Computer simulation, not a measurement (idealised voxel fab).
This section sets out a process module, namely voxel capacitor over wiring.
The width of the displayed cross-section, cut, is 240 nm; its cells are square, with a size of 5 nm.
When this document writes out a cross-section, it uses a grid of square cells and lists it as bands, beginning at the top and moving down, with a band standing for one or more rows of cells.
Heights first: top, then bottom, in nm. Then materials, left to right, each with a width in nm. "everywhere" on a single material: fills the band edge to edge. "blank": empty space.
Height is counted from the level 0, under which the received wafer is composed throughout of one material. The lowest of the bands is not closed at the bottom but continues downward, in the notation "0 nm and below".
The two numbers in a width such as "30 to 40" mark its ends across the band: the first belongs to the top row of cells, the second to the bottom row, and from each row to the next the width moves by the same amount.
Take "same as before" at face value: in the step it is given for, the cross-section changed in none of its cells.
Enclosed voids (no open way to top), threshold 8 cells or more, entry "Listed closed voids", notation width x height at distance, distance from left edge, nm.
Whatever follows a step's settings on its line is a remark the simulator itself makes about that step.
overlay nm, on a step with a mask: how far to the right of its planned place the mask lay; to the left if negative
## List of planned process steps
1) RECEIVE (material Si)
2) CONFORMAL_DEP (material SiO2; thk nm 15)
3) DIRECTIONAL_DEP (material TiN; thk nm 5)
4) DIRECTIONAL_DEP (material W; thk nm 15)
5) MASKED_ETCH (tone cover; mask id METAL_1; width nm 30; pitch nm 90; etch materials W; depth nm 15; overlay nm 0)
6) MASKED_ETCH (tone cover; mask id METAL_1; width nm 30; pitch nm 90; etch materials TiN; depth nm 5; overlay nm 0)
7) FILL_DEP (material SiO2; thk nm 10)
8) CMP (height nm 35)
9) CONFORMAL_DEP (material SiCN; thk nm 5)
10) DIRECTIONAL_DEP (material lowk; thk nm 20)
11) PATTERN (tone open; mask id PLUG_1; material resist; width nm 15; thk nm 20; overlay nm 0)
12) DIRECTIONAL_ETCH (etch materials lowk; depth nm 20)
13) DIRECTIONAL_ETCH (etch materials SiCN; depth nm 5)
14) STRIP (etch materials resist)
15) EPI (material Ru; thk nm 10)
16) EPI (material Ru; thk nm 10)
17) EPI (material Ru; thk nm 5)
18) DIRECTIONAL_DEP (material TiN; thk nm 5)
19) DIRECTIONAL_DEP (material SiN; thk nm 5)
20) DIRECTIONAL_DEP (material TiN; thk nm 10)
21) PATTERN (tone cover; mask id UPPER_PLATE; material resist; width nm 65; thk nm 15; overlay nm 0)
22) DIRECTIONAL_ETCH (etch materials TiN; depth nm 10)
23) DIRECTIONAL_ETCH (etch materials SiN; depth nm 5)
24) STRIP (etch materials resist)
25) MASKED_ETCH (tone cover; mask id LOWER_PLATE; width nm 75; etch materials TiN; depth nm 5; overlay nm 0)
26) FILL_DEP (material SiO2; thk nm 15)
27) CMP (height nm 90)
28) DIRECTIONAL_DEP (material aC; thk nm 10)
29) PATTERN (tone open; mask id PLUG_2; material resist; width nm 15; thk nm 25; overlay nm 0)
30) DIRECTIONAL_ETCH (etch materials aC; depth nm 10)
31) STRIP (etch materials resist)
32) DIRECTIONAL_ETCH (etch materials SiO2; depth nm 10)
33) STRIP (etch materials aC)
34) CONFORMAL_DEP (material TiN; thk nm 5)
35) FILL_DEP (material Ru; thk nm 5)
36) CMP (height nm 90)
37) CONFORMAL_DEP (material SiN; thk nm 5)
## Wafer as received: cross-section following step 1
> 0 nm and below  Si everywhere
> Listed closed voids: none
## Run as planned - first of the two wafers cross-sectioned at the end of the module
> 95 nm to 90 nm  SiN everywhere
> 90 nm to 85 nm  85 nm SiO2, then 5 nm TiN, then 5 nm Ru, then 5 nm TiN, then 140 nm SiO2
> 85 nm to 80 nm  85 nm SiO2, then 15 nm TiN, then 140 nm SiO2
> 80 nm to 70 nm  75 nm SiO2, then 65 nm TiN, then 100 nm SiO2
> 70 nm to 65 nm  75 nm SiO2, then 65 nm SiN, then 100 nm SiO2
> 65 nm to 60 nm  70 nm SiO2, then 75 nm TiN, then 95 nm SiO2
> 60 nm to 40 nm  75 nm lowk, then 15 nm Ru, then 150 nm lowk
> 40 nm to 35 nm  75 nm SiCN, then 15 nm Ru, then 150 nm SiCN
> 35 nm to 20 nm  60 nm SiO2, then 30 nm W, then 60 nm SiO2, then 30 nm W, then 60 nm SiO2
> 20 nm to 15 nm  60 nm SiO2, then 30 nm TiN, then 60 nm SiO2, then 30 nm TiN, then 60 nm SiO2
> 15 nm to 0 nm  SiO2 everywhere
> 0 nm and below  Si everywhere
> Listed closed voids: none
## Second wafer through the module, sectioned at the end: same beginning and same plan as the first wafer, with one mistake in carrying it out
> 95 nm to 90 nm  SiN everywhere
> 90 nm to 85 nm  85 nm SiO2, then 5 nm TiN, then 5 nm Ru, then 5 nm TiN, then 140 nm SiO2
> 85 nm to 80 nm  85 nm SiO2, then 15 nm TiN, then 140 nm SiO2
> 80 nm to 70 nm  90 nm SiO2, then 50 nm TiN, then 100 nm SiO2
> 70 nm to 65 nm  75 nm SiO2, then 15 nm TiN, then 50 nm SiN, then 100 nm SiO2
> 65 nm to 60 nm  70 nm SiO2, then 75 nm TiN, then 95 nm SiO2
> 60 nm to 55 nm  75 nm lowk, then 15 nm SiN, then 150 nm lowk
> 55 nm to 50 nm  75 nm lowk, then 15 nm TiN, then 150 nm lowk
> 50 nm to 40 nm  75 nm lowk, then 15 nm Ru, then 150 nm lowk
> 40 nm to 35 nm  75 nm SiCN, then 15 nm Ru, then 150 nm SiCN
> 35 nm to 20 nm  60 nm SiO2, then 30 nm W, then 60 nm SiO2, then 30 nm W, then 60 nm SiO2
> 20 nm to 15 nm  60 nm SiO2, then 30 nm TiN, then 60 nm SiO2, then 30 nm TiN, then 60 nm SiO2
> 15 nm to 0 nm  SiO2 everywhere
> 0 nm and below  Si everywhere
> Listed closed voids: none
The plan and the run diverged here: it is not possible to tell which of the identical steps 15 and 16 was omitted, only that one of them was
Wrapping up, a cell-based count of both wafers puts the second over or under the first for these materials: 6 fewer of Ru, 6 more of SiO2
